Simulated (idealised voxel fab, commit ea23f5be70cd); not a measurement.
You're looking at the process module voxel released beams.
It is cross-section cut that appears here, measuring 205 nm in width, its square cells being 5 nm in size.
The cross-sections in this document take the form of a grid made of square cells. They are written out as bands, in order from top to bottom. Each band consists of one or more rows of cells.
It is stipulated that each band's entry specify, in nanometres, the height of the top of the band and then that of its bottom, followed by the materials of the band in left-to-right sequence, each together with its width in nanometres. A single material marked by the word "everywhere" is understood to fill the band from edge to edge; the word "empty" is understood to denote empty space.
It should be noted that heights are counted from 0, beneath which the wafer as supplied is of one material throughout, and that the lowest band possesses no lower boundary but continues downward, as written in "0 down".
A width such as "30 to 40" changes by the same amount from each row of cells to the next, from the band's top row to its bottom row.
Basically "no change" means that step didn't change any cell in the cross-section.
If an empty space has no open way to the top and is at least 8 cells in size, "Sealed internal cavities" lists it, written width x height at distance, where distance is measured from the left edge and every value is in nm.
Text after the settings on a step's line: the simulator's own remark on that step.
overlay nm, on a step with a mask: how far to the right of its planned place the mask lay; to the left if negative

-- This section lists the process steps that were planned
1 RECEIVE with material Si
2 CONFORMAL_DEP with material SiN, thk nm 10
3 DIRECTIONAL_DEP with material SiO2, thk nm 15
4 DIRECTIONAL_DEP with material aC, thk nm 10
5 PATTERN with tone open, mask id ANCHOR, material resist, width nm 35, thk nm 25, overlay nm 0
6 DIRECTIONAL_ETCH with etch materials aC, depth nm 10
7 STRIP with etch materials resist
8 DIRECTIONAL_ETCH with etch materials SiO2, depth nm 15
9 STRIP with etch materials aC
10 CONFORMAL_DEP with material TiN, thk nm 15
11 MASKED_ETCH with tone cover, mask id BEAM, width nm 80, etch materials TiN, depth nm 15, overlay nm 0
12 STRIP with etch materials SiO2

-- The following pertains to the first of two wafers, which was processed as planned

-- Incoming wafer, cross-sectional view, post step 1
  0 down | Si everywhere
  Sealed internal cavities: none

-- You're looking at a cross-section of the wafer after step 2
  10 to 0 | SiN everywhere
  Anything lower than 0 is untouched.

-- You're looking at a cross-section of the wafer after step 3
  25 to 10 | SiO2 everywhere
  Anything lower than 10 is untouched.

-- You're looking at a cross-section of the wafer after step 4
  35 to 25 | aC everywhere
  Anything lower than 25 is untouched.

-- You're looking at a cross-section of the wafer after step 5
  60 to 35 | resist (65)  empty (35)  resist (105)
  Anything lower than 35 is untouched.

-- You're looking at a cross-section of the wafer after step 6
  50 to 35 | resist (65)  empty (35)  resist (105)
  35 to 25 | aC (65)  empty (35)  aC (105)
  Anything lower than 25 is untouched.

-- You're looking at a cross-section of the wafer after step 7
  35 to 25 | aC (65)  empty (35)  aC (105)
  Anything lower than 25 is untouched.

-- You're looking at a cross-section of the wafer after step 8
  35 to 25 | aC (65)  empty (35)  aC (105)
  25 to 10 | SiO2 (65)  empty (35)  SiO2 (105)
  Anything lower than 10 is untouched.

-- You're looking at a cross-section of the wafer after step 9
  25 to 10 | SiO2 (65)  empty (35)  SiO2 (105)
  Anything lower than 10 is untouched.

-- You're looking at a cross-section of the wafer after step 10
  40 to 25 | TiN (80)  empty (5)  TiN (120)
  25 to 10 | SiO2 (65)  TiN (35)  SiO2 (105)
  Anything lower than 10 is untouched.

-- You're looking at a cross-section of the wafer after step 11
  40 to 25 | empty (60)  TiN (20)  empty (5)  TiN (55)  empty (65)
  Anything lower than 25 is untouched.

-- You're looking at a cross-section of the wafer after step 12
  40 to 25 | empty (60)  TiN (20)  empty (5)  TiN (55)  empty (65)
  25 to 10 | empty (65)  TiN (35)  empty (105)
  Anything lower than 10 is untouched.

-- Wafer two of two - same starting point, same process plan, one mistake in execution; matches wafer one up to and including step 9

-- Second wafer, cut view, end of step 10 per plan
  55 to 25 | TiN everywhere
  25 to 10 | SiO2 (65)  TiN (35)  SiO2 (105)
  Anything lower than 10 is untouched.

-- Second wafer, cut view, end of step 11 per plan
  55 to 40 | empty (60)  TiN (80)  empty (65)
  Anything lower than 40 is untouched.

Second wafer, cut view, end of step 12 per plan: no change
Plan not followed: it should be noted that step 10 of the plan was executed twice
Counted in cells at the end, the second wafer holds more or fewer of these materials than the first: SiO2 +102, TiN +126
